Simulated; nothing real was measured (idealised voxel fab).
process module | voxel capacitor over wiring
cross-section cut | 170 nm wide | cells 5 nm
A cross-section is a grid of square cells, given in bands from the top down. A band is one or more rows of cells.
Each band's line starts with the height of the band's top and of its bottom, in nm. Then come its materials from left to right, each with its width in nm. One material with "throughout" fills the band from edge to edge. "air" is empty space.
Height 0 is the level under which the wafer as received is all one material. The lowest band goes on downwards, as in "0 down".
A width such as "30 to 40" changes by the same amount from each row of cells to the next, from the band's top row to its bottom row.
"no change" after a step means that no cell of the cross-section changed.
closed voids: empty space of 8 cells or more with no open way to the top, each as width x height at its distance from the left edge, in nm
after a step's settings: what the simulator itself notes on the step
overlay nm, on a step with a mask: how far to the right of its planned place the mask lay; to the left if negative
plan
1 op RECEIVE | material Si
2 op CONFORMAL_DEP | material SiO2 | thk nm 10
3 op DIRECTIONAL_DEP | material TiN | thk nm 5
4 op DIRECTIONAL_DEP | material Ru | thk nm 15
5 op MASKED_ETCH | tone cover | mask id METAL_1 | width nm 20 | pitch nm 80 | etch materials Ru | depth nm 15 | overlay nm 0
6 op MASKED_ETCH | tone cover | mask id METAL_1 | width nm 20 | pitch nm 80 | etch materials TiN | depth nm 5 | overlay nm 0
7 op FILL_DEP | material SiO2 | thk nm 5
8 op CMP | height nm 30
9 op CONFORMAL_DEP | material SiCN | thk nm 5
10 op DIRECTIONAL_DEP | material SiO2 | thk nm 10
11 op DIRECTIONAL_DEP | material aC | thk nm 10
12 op PATTERN | tone open | mask id PLUG_1 | material resist | width nm 15 | thk nm 25 | overlay nm 0
13 op DIRECTIONAL_ETCH | etch materials aC | depth nm 10
14 op STRIP | etch materials resist
15 op DIRECTIONAL_ETCH | etch materials SiO2 | depth nm 10
16 op DIRECTIONAL_ETCH | etch materials SiCN | depth nm 5
17 op STRIP | etch materials aC
18 op CONFORMAL_DEP | material TiN | thk nm 5
19 op FILL_DEP | material Cu | thk nm 5
20 op CMP | height nm 45
21 op DIRECTIONAL_DEP | material TiN | thk nm 10
22 op DIRECTIONAL_DEP | material Al2O3 | thk nm 5
23 op DIRECTIONAL_DEP | material TiN | thk nm 10
24 op MASKED_ETCH | tone cover | mask id UPPER_PLATE | width nm 65 | etch materials TiN | depth nm 10 | overlay nm 0
25 op MASKED_ETCH | tone cover | mask id UPPER_PLATE | width nm 65 | etch materials Al2O3 | depth nm 5 | overlay nm 0
26 op PATTERN | tone cover | mask id LOWER_PLATE | material resist | width nm 75 | thk nm 20 | overlay nm 0
27 op DIRECTIONAL_ETCH | etch materials TiN | depth nm 10
28 op STRIP | etch materials resist
29 op FILL_DEP | material SiO2 | thk nm 15
30 op CMP | height nm 80
31 op PATTERN | tone open | mask id PLUG_2 | material resist | width nm 15 | thk nm 20 | overlay nm 0
32 op DIRECTIONAL_ETCH | etch materials SiO2 | depth nm 10
33 op STRIP | etch materials resist
34 op CONFORMAL_DEP | material TiN | thk nm 5
35 op FILL_DEP | material Ru | thk nm 10
36 op CMP | height nm 80
37 op CONFORMAL_DEP | material SiN | thk nm 5
as received, after step 1
  0 down: Si throughout
  closed voids: none
a wafer at the end: this start, this plan, one mistake
  85 to 80: SiN throughout
  80 to 75: SiO2 50 | TiN 5 | Ru 5 | TiN 5 | SiO2 105
  75 to 70: SiO2 50 | TiN 15 | SiO2 105
  70 to 60: SiO2 40 | TiN 65 | SiO2 65
  60 to 55: SiO2 40 | Al2O3 65 | SiO2 65
  55 to 45: SiO2 35 | TiN 75 | SiO2 60
  45 to 35: SiO2 40 | TiN 5 | Cu 5 | TiN 5 | SiO2 115
  35 to 30: SiCN 40 | TiN 15 | SiCN 115
  30 to 15: SiO2 35 | Ru 20 | SiO2 60 | Ru 20 | SiO2 35
  15 to 10: SiO2 25 | TiN 30 | SiO2 50 | TiN 30 | SiO2 35
  10 to 0: SiO2 throughout
  0 down: Si throughout
  closed voids: none
what went wrong: step 6 ran as: op MASKED_ETCH | tone cover | mask id METAL_1 | width nm 20 | pitch nm 80 | etch materials TiN | depth nm 5 | overlay nm -10
